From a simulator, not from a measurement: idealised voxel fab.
Process module name: voxel local oxidation
Pictured: cross-section cut, 255 nm wide, on a grid of 5 nm square cells.
Cross-section format: a grid of square cells, given as bands from top to bottom; each band is one or more rows of cells. Band entry format. Leading values: height of top, height of bottom, nm. Remainder: materials in left-to-right order, each with its width in nm. Special words: "edge to edge" on a single material, which then fills the band edge to edge; "empty", empty space. Height reference: 0 = level under which incoming wafer is all one material. Lowest band: no bottom, runs on downward, e.g. "0 -> down". Width spec "30..40" -> top row of cells at first value, bottom row at second value, equal per-row change in between. When a step is marked "no alterations made", none of the cells in the cross-section changed during that step. Any empty space of 8 cells or more lacking an open way to the top shows up in "Sealed void listing" as width x height at distance, distance from the left edge, in nm. If you see something after the settings on a step's line, that's the simulator's own remark about that step. "overlay nm" on a masked step: distance the mask lay right of its planned place, negative for left.

The process steps that were planned are listed below
1,op RECEIVE | material Si
2,op CONFORMAL_DEP | material SiO2 | thk nm 5
3,op CONFORMAL_DEP | material SiN | thk nm 15
4,op DIRECTIONAL_DEP | material aC | thk nm 15
5,op PATTERN | tone cover | mask id ACTIVE | material resist | width nm 130 | thk nm 35 | overlay nm 0
6,op DIRECTIONAL_ETCH | etch materials aC | depth nm 15
7,op STRIP | etch materials resist
8,op DIRECTIONAL_ETCH | etch materials SiN | depth nm 15
9,op STRIP | etch materials aC
10,op SELECTIVE_ETCH | etch materials SiO2 | depth nm 5
11,op OXIDIZE | depth nm 15
12,op STRIP | etch materials SiN

first wafer, as planned

Cross-section of the wafer as it came to us, i.e., already through step 1
	0 -> down: Si edge to edge
	Sealed void listing: none

Step 2 done - wafer cross-section
	5 -> 0: SiO2 edge to edge
	Under 0: no change, same as before.

Step 3 done - wafer cross-section
	20 -> 5: SiN edge to edge
	Under 5: no change, same as before.

Step 4 done - wafer cross-section
	35 -> 20: aC edge to edge
	Under 20: no change, same as before.

Step 5 done - wafer cross-section
	70 -> 35: 60 of empty / 130 of resist / 65 of empty
	Under 35: no change, same as before.

Step 6 done - wafer cross-section
	55 -> 35: 60 of empty / 130 of resist / 65 of empty
	35 -> 20: 60 of empty / 130 of aC / 65 of empty
	Under 20: no change, same as before.

Step 7 done - wafer cross-section
	35 -> 20: 60 of empty / 130 of aC / 65 of empty
	Under 20: no change, same as before.

Step 8 done - wafer cross-section
	35 -> 20: 60 of empty / 130 of aC / 65 of empty
	20 -> 5: 60 of empty / 130 of SiN / 65 of empty
	Under 5: no change, same as before.

Step 9 done - wafer cross-section
	20 -> 5: 60 of empty / 130 of SiN / 65 of empty
	Under 5: no change, same as before.

Step 10 done - wafer cross-section
	20 -> 5: 60 of empty / 130 of SiN / 65 of empty
	5 -> 0: 65 of empty / 120 of SiO2 / 70 of empty
	Under 0: no change, same as before.

Step 11 done - wafer cross-section
	20 -> 5: 60 of empty / 130 of SiN / 65 of empty
	5 -> 0: 65 of empty / 120 of SiO2 / 70 of empty
	0 -> -15: 80 of SiO2 / 90 of Si / 85 of SiO2
	Under -15: no change, same as before.

Step 12 done - wafer cross-section
	5 -> 0: 65 of empty / 120 of SiO2 / 70 of empty
	Under 0: no change, same as before.

Second of two: same start, same plan, one run error; steps up to and including 4 match the first

Cross-section: second wafer, time at which step 5 was scheduled to end
	70 -> 35: 55 of empty / 140 of resist / 60 of empty
	Under 35: no change, same as before.

Cross-section: second wafer, time at which step 6 was scheduled to end
	55 -> 35: 55 of empty / 140 of resist / 60 of empty
	35 -> 20: 55 of empty / 140 of aC / 60 of empty
	Under 20: no change, same as before.

Cross-section: second wafer, time at which step 7 was scheduled to end
	35 -> 20: 55 of empty / 140 of aC / 60 of empty
	Under 20: no change, same as before.

Cross-section: second wafer, time at which step 8 was scheduled to end
	35 -> 20: 55 of empty / 140 of aC / 60 of empty
	20 -> 5: 55 of empty / 140 of SiN / 60 of empty
	Under 5: no change, same as before.

Cross-section: second wafer, time at which step 9 was scheduled to end
	20 -> 5: 55 of empty / 140 of SiN / 60 of empty
	Under 5: no change, same as before.

Cross-section: second wafer, time at which step 10 was scheduled to end
	20 -> 5: 55 of empty / 140 of SiN / 60 of empty
	5 -> 0: 60 of empty / 130 of SiO2 / 65 of empty
	Under 0: no change, same as before.

Cross-section: second wafer, time at which step 11 was scheduled to end
	20 -> 5: 55 of empty / 140 of SiN / 60 of empty
	5 -> 0: 60 of empty / 130 of SiO2 / 65 of empty
	0 -> -15: 75 of SiO2 / 100 of Si / 80 of SiO2
	Under -15: no change, same as before.

Cross-section: second wafer, time at which step 12 was scheduled to end
	5 -> 0: 60 of empty / 130 of SiO2 / 65 of empty
	Under 0: no change, same as before.
The plan and the run diverged here: step 5, actual vs plan mismatch, actual run op PATTERN | tone cover | mask id ACTIVE | material resist | width nm 140 | thk nm 35 | overlay nm 0
Final wafer comparison in cells, second versus first, more or fewer per material: 6 more of Si | 4 fewer of SiO2
